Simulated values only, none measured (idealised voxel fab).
process module | voxel lift off
cross-section cut | 210 nm wide | cells 5 nm
A cross-section is a grid of square cells, given in bands from the top down. A band is one or more rows of cells.
Each band's line starts with the height of the band's top and of its bottom, in nm. Then come its materials from left to right, each with its width in nm. One material with "throughout" fills the band from edge to edge. "air" is empty space.
Height 0 is the level under which the wafer as received is all one material. The lowest band goes on downwards, as in "0 down".
A width such as "30 to 40" changes by the same amount from each row of cells to the next, from the band's top row to its bottom row.
"no change" after a step means that no cell of the cross-section changed.
closed voids: empty space of 8 cells or more with no open way to the top, each as width x height at its distance from the left edge, in nm
after a step's settings: what the simulator itself notes on the step
overlay nm, on a step with a mask: how far to the right of its planned place the mask lay; to the left if negative
plan
1 op RECEIVE | material Si
2 op CONFORMAL_DEP | material Al2O3 | thk nm 15
3 op PATTERN | tone open | mask id LINES | material resist | width nm 30 | pitch nm 50 | thk nm 30 | overlay nm 0
4 op DIRECTIONAL_DEP | material Ru | thk nm 15
5 op STRIP | etch materials resist
6 op CONFORMAL_DEP | material SiO2 | thk nm 10
first wafer, as planned
as received, after step 1
  0 down: Si throughout
  closed voids: none
after step 2
  15 to 0: Al2O3 throughout
  below 0: unchanged
after step 3
  45 to 15: resist 40 | air 30 | resist 20 | air 30 | resist 20 | air 30 | resist 40
  below 15: unchanged
after step 4
  60 to 45: Ru 40 | air 30 | Ru 20 | air 30 | Ru 20 | air 30 | Ru 40
  45 to 30: resist 40 | air 30 | resist 20 | air 30 | resist 20 | air 30 | resist 40
  30 to 15: resist 40 | Ru 30 | resist 20 | Ru 30 | resist 20 | Ru 30 | resist 40
  below 15: unchanged
after step 5
  30 to 15: air 40 | Ru 30 | air 20 | Ru 30 | air 20 | Ru 30 | air 40
  below 15: unchanged
after step 6
  40 to 30: air 30 | SiO2 150 | air 30
  30 to 25: air 30 | SiO2 10 | Ru 30 | SiO2 20 | Ru 30 | SiO2 20 | Ru 30 | SiO2 10 | air 30
  25 to 15: SiO2 40 | Ru 30 | SiO2 20 | Ru 30 | SiO2 20 | Ru 30 | SiO2 40
  below 15: unchanged
second wafer: like start, like plan, one mistake. Through step 1 it matches the first wafer
when step 2 should have ended: no change
when step 3 should have ended
  30 to 0: resist 40 | air 30 | resist 20 | air 30 | resist 20 | air 30 | resist 40
  below 0: unchanged
when step 4 should have ended
  45 to 30: Ru 40 | air 30 | Ru 20 | air 30 | Ru 20 | air 30 | Ru 40
  30 to 15: resist 40 | air 30 | resist 20 | air 30 | resist 20 | air 30 | resist 40
  15 to 0: resist 40 | Ru 30 | resist 20 | Ru 30 | resist 20 | Ru 30 | resist 40
  below 0: unchanged
when step 5 should have ended
  15 to 0: air 40 | Ru 30 | air 20 | Ru 30 | air 20 | Ru 30 | air 40
  below 0: unchanged
when step 6 should have ended
  25 to 15: air 30 | SiO2 150 | air 30
  15 to 10: air 30 | SiO2 10 | Ru 30 | SiO2 20 | Ru 30 | SiO2 20 | Ru 30 | SiO2 10 | air 30
  10 to 0: SiO2 40 | Ru 30 | SiO2 20 | Ru 30 | SiO2 20 | Ru 30 | SiO2 40
  below 0: unchanged
what went wrong: step 2 was left out
at the end the second wafer has, in cells: 126 fewer of Al2O3
